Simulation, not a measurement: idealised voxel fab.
A process module follows: voxel self aligned contacts.
Cross-section cut spans 150 nm and uses square cells 5 nm in size.
Just so we're on the same page, the cross-sections are grids of square cells, and they're listed out in bands top to bottom, each band one or more rows deep. Top, bottom (nm), then materials left to right with widths (nm); lone material tagged "throughout" fills the whole band edge to edge; "empty" = empty space. Where do heights start? At 0: under that level the wafer as delivered is made of one material only. And the lowest band has no floor; it just carries on downward, as in "z 0 and below". The width entry "30 to 40" should be interpreted row by row: the top row of cells in the band takes the first number, the bottom row takes the second number, and the change between adjacent rows is uniform throughout. Key: "remained the same" - step with no changed cell in the cross-section. If an empty space has no open way to the top and is at least 8 cells in size, "Cavities, closed" lists it, written width x height at distance, where distance is measured from the left edge and every value is in nm. Text after the settings on a step's line: the simulator's own remark on that step. If you see "overlay nm" on a step's line and that step has a mask, it's telling you how far right of where it was planned the mask ended up; a negative number means it went left instead.
The process steps that were planned are listed below
1) RECEIVE with material Si
2) OXIDIZE with depth nm 5
3) DIRECTIONAL_DEP with material polySi, thk nm 20
4) DIRECTIONAL_DEP with material SiN, thk nm 20
5) MASKED_ETCH with tone cover, mask id GATE, width nm 35, pitch nm 65, etch materials SiN, depth nm 20, overlay nm 0
6) MASKED_ETCH with tone cover, mask id GATE, width nm 35, pitch nm 65, etch materials polySi, depth nm 20, overlay nm 0
7) CONFORMAL_DEP with material SiN, thk nm 5
8) DIRECTIONAL_ETCH with etch materials SiN, depth nm 5
9) FILL_DEP with material SiO2, thk nm 20
10) CMP with height nm 50
11) MASKED_ETCH with tone open, mask id CONTACT, width nm 40, etch materials SiO2, depth nm 55, overlay nm 0
12) CONFORMAL_DEP with material TiN, thk nm 5
13) FILL_DEP with material Ru, thk nm 5
14) CMP with height nm 50
15) CONFORMAL_DEP with material SiN, thk nm 5
Cross-sectional view of the wafer in its as-received condition, corresponding to the state after step 1
- z 0 and below | Si throughout
- Cavities, closed: none
First wafer at the end, as planned
- z 55 to 50 | SiN throughout
- z 50 to 40 | SiO2 (55); TiN (5 to 15); Ru (30 to 10); TiN (5 to 15); SiO2 (55)
- z 40 to 20 | SiO2 (20); SiN (45); TiN (5); Ru (10); TiN (5); SiN (45); SiO2 (20)
- z 20 to 0 | SiO2 (20); SiN (5); polySi (35); SiN (5); TiN (5); Ru (10); TiN (5); SiN (5); polySi (35); SiN (5); SiO2 (20)
- z 0 to -5 | SiO2 (65); TiN (20); SiO2 (65)
- z -5 and below | Si throughout
- Cavities, closed: none
Same start, same plan as the first wafer - but one mistake in the run. Cross-section of the second of the two at the end of the module
- z 55 to 50 | SiN throughout
- z 50 to 45 | SiO2 (55); TiN (15); Ru (10); TiN (15); SiO2 (55)
- z 45 to 25 | SiO2 (20); SiN (45); TiN (5); Ru (10); TiN (5); SiN (45); SiO2 (20)
- z 25 to 10 | SiO2 (20); SiN (5); polySi (35); SiN (5); TiN (5); Ru (10); TiN (5); SiN (5); polySi (35); SiN (5); SiO2 (20)
- z 10 to 5 | SiO2 (20); SiN (5); polySi (35); SiN (5); TiN (20); SiN (5); polySi (35); SiN (5); SiO2 (20)
- z 5 to 0 | polySi throughout
- z 0 to -5 | SiO2 throughout
- z -5 and below | Si throughout
- Cavities, closed: none
Against the plan, the run slipped here: note that step 3 departed from the planned setting and was carried out as DIRECTIONAL_DEP with material polySi, thk nm 25
End of process, cell counts, second wafer against first, materials with more or fewer: Ru -8, SiO2 -18, TiN -4, polySi +30
